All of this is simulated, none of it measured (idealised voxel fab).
process module | voxel double patterning
For reference, the cross-section in this document is cut, with width 220 nm and square cells of 5 nm.
A cross-section is a grid of square cells, given in bands from the top down. A band is one or more rows of cells.
Read a band's entry like this: the first values are the height of its top and the height of its bottom in nm, and what follows is the sequence of materials from left to right, each with its width in nm. Note that "air" is empty space, and that a single material marked "edge to edge" reaches across the band from edge to edge.
Heights are reckoned from 0. Under this level, the received wafer is all of one material. The bottommost band is open-ended downward, for example "0 nm and below".
A two-number width, for instance "30..40", indicates that the width is equal to the first number in the top row of the band and to the second number in the bottom row, and that it changes by a constant amount per row of cells.
A step reported as "identical to before" is a step in which no cell of the cross-section changed.
Empty spaces without an open route to the top, at least 8 cells in extent, make up the entry "Fully sealed voids"; each is given as width x height at distance, where the distance is measured from the left edge, and all are in nm.
If you see something after the settings on a step's line, that's the simulator's own remark about that step.
"overlay nm", when on a step's line for a step with a mask, measures how far to the right of its planned place the mask lay; a negative measure means to the left.
### plan
1) RECEIVE | material Si
2) CONFORMAL_DEP | material SiO2 | thk nm 5
3) DIRECTIONAL_DEP | material TiN | thk nm 15
4) DIRECTIONAL_DEP | material SiCN | thk nm 10
5) PATTERN | tone open | mask id FIRST | material resist | width nm 15 | pitch nm 50 | thk nm 15 | overlay nm 0
6) DIRECTIONAL_ETCH | etch materials SiCN | depth nm 10
7) STRIP | etch materials resist
8) DIRECTIONAL_DEP | material aC | thk nm 10
9) PATTERN | tone open | mask id SECOND | material resist | width nm 15 | thk nm 25 | overlay nm 0
10) DIRECTIONAL_ETCH | etch materials aC | depth nm 10
11) STRIP | etch materials resist
12) DIRECTIONAL_ETCH | etch materials SiCN | depth nm 10
13) STRIP | etch materials aC
14) DIRECTIONAL_ETCH | etch materials TiN | depth nm 15
15) STRIP | etch materials SiCN
### What follows covers the first of two wafers; it ran as planned
### Received-state cross-section, reflecting completion of step 1
* 0 nm and below | Si edge to edge
* Fully sealed voids: none
### Once step 2 is through, the wafer looks like this in cross-section
* 5 nm to 0 nm | SiO2 edge to edge
* Below 0 it's all the same as before, nothing changed down there.
### Once step 3 is through, the wafer looks like this in cross-section
* 20 nm to 5 nm | TiN edge to edge
* Below 5 it's all the same as before, nothing changed down there.
### Once step 4 is through, the wafer looks like this in cross-section
* 30 nm to 20 nm | SiCN edge to edge
* Below 20 it's all the same as before, nothing changed down there.
### Once step 5 is through, the wafer looks like this in cross-section
* 45 nm to 30 nm | resist 75; air 15; resist 35; air 15; resist 80
* Below 30 it's all the same as before, nothing changed down there.
### Once step 6 is through, the wafer looks like this in cross-section
* 45 nm to 30 nm | resist 75; air 15; resist 35; air 15; resist 80
* 30 nm to 20 nm | SiCN 75; air 15; SiCN 35; air 15; SiCN 80
* Below 20 it's all the same as before, nothing changed down there.
### Once step 7 is through, the wafer looks like this in cross-section
* 30 nm to 20 nm | SiCN 75; air 15; SiCN 35; air 15; SiCN 80
* Below 20 it's all the same as before, nothing changed down there.
### Once step 8 is through, the wafer looks like this in cross-section
* 40 nm to 30 nm | aC 75; air 15; aC 35; air 15; aC 80
* 30 nm to 20 nm | SiCN 75; aC 15; SiCN 35; aC 15; SiCN 80
* Below 20 it's all the same as before, nothing changed down there.
### Once step 9 is through, the wafer looks like this in cross-section
* 65 nm to 40 nm | resist 100; air 15; resist 105
* 40 nm to 30 nm | aC 75; resist 15; aC 35; resist 15; aC 80
* Below 30 it's all the same as before, nothing changed down there.
### Once step 10 is through, the wafer looks like this in cross-section
* 55 nm to 40 nm | resist 100; air 15; resist 105
* 40 nm to 30 nm | aC 75; resist 15; aC 10; air 15; aC 10; resist 15; aC 80
* Below 30 it's all the same as before, nothing changed down there.
### Once step 11 is through, the wafer looks like this in cross-section
* 40 nm to 30 nm | aC 75; air 15; aC 10; air 15; aC 10; air 15; aC 80
* Below 30 it's all the same as before, nothing changed down there.
### Once step 12 is through, the wafer looks like this in cross-section
* 40 nm to 30 nm | aC 75; air 15; aC 10; air 15; aC 10; air 15; aC 80
* 30 nm to 20 nm | SiCN 75; aC 15; SiCN 10; air 15; SiCN 10; aC 15; SiCN 80
* Below 20 it's all the same as before, nothing changed down there.
### Once step 13 is through, the wafer looks like this in cross-section
* 30 nm to 20 nm | SiCN 75; air 15; SiCN 10; air 15; SiCN 10; air 15; SiCN 80
* Below 20 it's all the same as before, nothing changed down there.
### Once step 14 is through, the wafer looks like this in cross-section
* 30 nm to 20 nm | SiCN 75; air 15; SiCN 10; air 15; SiCN 10; air 15; SiCN 80
* 20 nm to 5 nm | TiN 75; air 15; TiN 10; air 15; TiN 10; air 15; TiN 80
* Below 5 it's all the same as before, nothing changed down there.
### Once step 15 is through, the wafer looks like this in cross-section
* 20 nm to 5 nm | TiN 75; air 15; TiN 10; air 15; TiN 10; air 15; TiN 80
* Below 5 it's all the same as before, nothing changed down there.
### Notes, second wafer: start = first wafer's, plan = first wafer's, execution had one mistake; history identical to first through step 8
### Cross-section of the second wafer corresponding to the planned conclusion of step 9
* 65 nm to 40 nm | resist 105; air 15; resist 100
* 40 nm to 30 nm | aC 75; resist 15; aC 35; resist 15; aC 80
* Below 30 it's all the same as before, nothing changed down there.
### Cross-section of the second wafer corresponding to the planned conclusion of step 10
* 55 nm to 40 nm | resist 105; air 15; resist 100
* 40 nm to 30 nm | aC 75; resist 15; aC 15; air 15; aC 5; resist 15; aC 80
* Below 30 it's all the same as before, nothing changed down there.
### Cross-section of the second wafer corresponding to the planned conclusion of step 11
* 40 nm to 30 nm | aC 75; air 15; aC 15; air 15; aC 5; air 15; aC 80
* Below 30 it's all the same as before, nothing changed down there.
### Cross-section of the second wafer corresponding to the planned conclusion of step 12
* 40 nm to 30 nm | aC 75; air 15; aC 15; air 15; aC 5; air 15; aC 80
* 30 nm to 20 nm | SiCN 75; aC 15; SiCN 15; air 15; SiCN 5; aC 15; SiCN 80
* Below 20 it's all the same as before, nothing changed down there.
### Cross-section of the second wafer corresponding to the planned conclusion of step 13
* 30 nm to 20 nm | SiCN 75; air 15; SiCN 15; air 15; SiCN 5; air 15; SiCN 80
* Below 20 it's all the same as before, nothing changed down there.
### Cross-section of the second wafer corresponding to the planned conclusion of step 14
* 30 nm to 20 nm | SiCN 75; air 15; SiCN 15; air 15; SiCN 5; air 15; SiCN 80
* 20 nm to 5 nm | TiN 75; air 15; TiN 15; air 15; TiN 5; air 15; TiN 80
* Below 5 it's all the same as before, nothing changed down there.
### Cross-section of the second wafer corresponding to the planned conclusion of step 15
* 20 nm to 5 nm | TiN 75; air 15; TiN 15; air 15; TiN 5; air 15; TiN 80
* Below 5 it's all the same as before, nothing changed down there.
Plan not followed: so step 9 ended up running with a different setting than we planned, it ran as PATTERN | tone open | mask id SECOND | material resist | width nm 15 | thk nm 25 | overlay nm 5
When the process is done, the second wafer contains the same cell count of every material as the first wafer, but distributed over other locations.
